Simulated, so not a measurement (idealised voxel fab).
Title: Process Module voxel ribs on slabs
For reference, the cross-section in this document is cut, with width 195 nm and square cells of 5 nm.
Cross-section layout: square cells on a grid; listed as bands, top to bottom; a band spans one or more cell rows.
Top, bottom (nm), then materials left to right with widths (nm); lone material tagged "edge to edge" fills the whole band edge to edge; "air" = empty space.
Heights from 0 (as-received wafer is one material below). Bottom band endless downward, as "z 0 and below".
Per-row width for "30->40": begins at first number (top row of band), ends at second number (bottom row), increment between rows held constant.
"no change occurred" after a step means that no cell of the cross-section changed.
Voids not open to the top, 8 cells minimum: see "Completely enclosed voids". Written width x height at distance; distance is from the left edge; nm.
after a step's settings: what the simulator itself notes on the step
Regarding "overlay nm": on a step with a mask, it is the distance the mask lay to the right of its planned place; a negative value places it to the left.
Planned process steps
- 1: RECEIVE: material Si
- 2: DIRECTIONAL_DEP: material SiO2, thk nm 25
- 3: DIRECTIONAL_DEP: material SiN, thk nm 15
- 4: MASKED_ETCH: tone cover, mask id RIB, width nm 25, etch materials SiN, depth nm 10, overlay nm 0
- 5: DIRECTIONAL_DEP: material aC, thk nm 15
- 6: PATTERN: tone cover, mask id SLAB, material resist, width nm 85, thk nm 35, overlay nm 0
- 7: DIRECTIONAL_ETCH: etch materials aC, depth nm 15
- 8: STRIP: etch materials resist
- 9: DIRECTIONAL_ETCH: etch materials SiN, depth nm 5
- 10: STRIP: etch materials aC
- 11: FILL_DEP: material SiO2, thk nm 20
- 12: CMP: height nm 55
- 13: DIRECTIONAL_DEP: material TiN, thk nm 10
- 14: MASKED_ETCH: tone cover, mask id HEATER, width nm 35, etch materials TiN, depth nm 10, overlay nm 0
- 15: CONFORMAL_DEP: material SiN, thk nm 5
As-received state of the wafer in cross-section, equivalent to post-step 1
  z 0 and below: Si edge to edge
  Completely enclosed voids: none
Wafer cross-section at end of module: start and plan as shown above, one execution error
  z 70 to 65: air 75 nm | SiN 45 nm | air 75 nm
  z 65 to 60: air 75 nm | SiN 5 nm | TiN 35 nm | SiN 5 nm | air 75 nm
  z 60 to 55: SiN 80 nm | TiN 35 nm | SiN 80 nm
  z 55 to 50: SiO2 55 nm | SiN 85 nm | SiO2 55 nm
  z 50 to 0: SiO2 edge to edge
  z 0 and below: Si edge to edge
  Completely enclosed voids: none
Finding, execution versus plan: step 2 of the plan was twice carried out
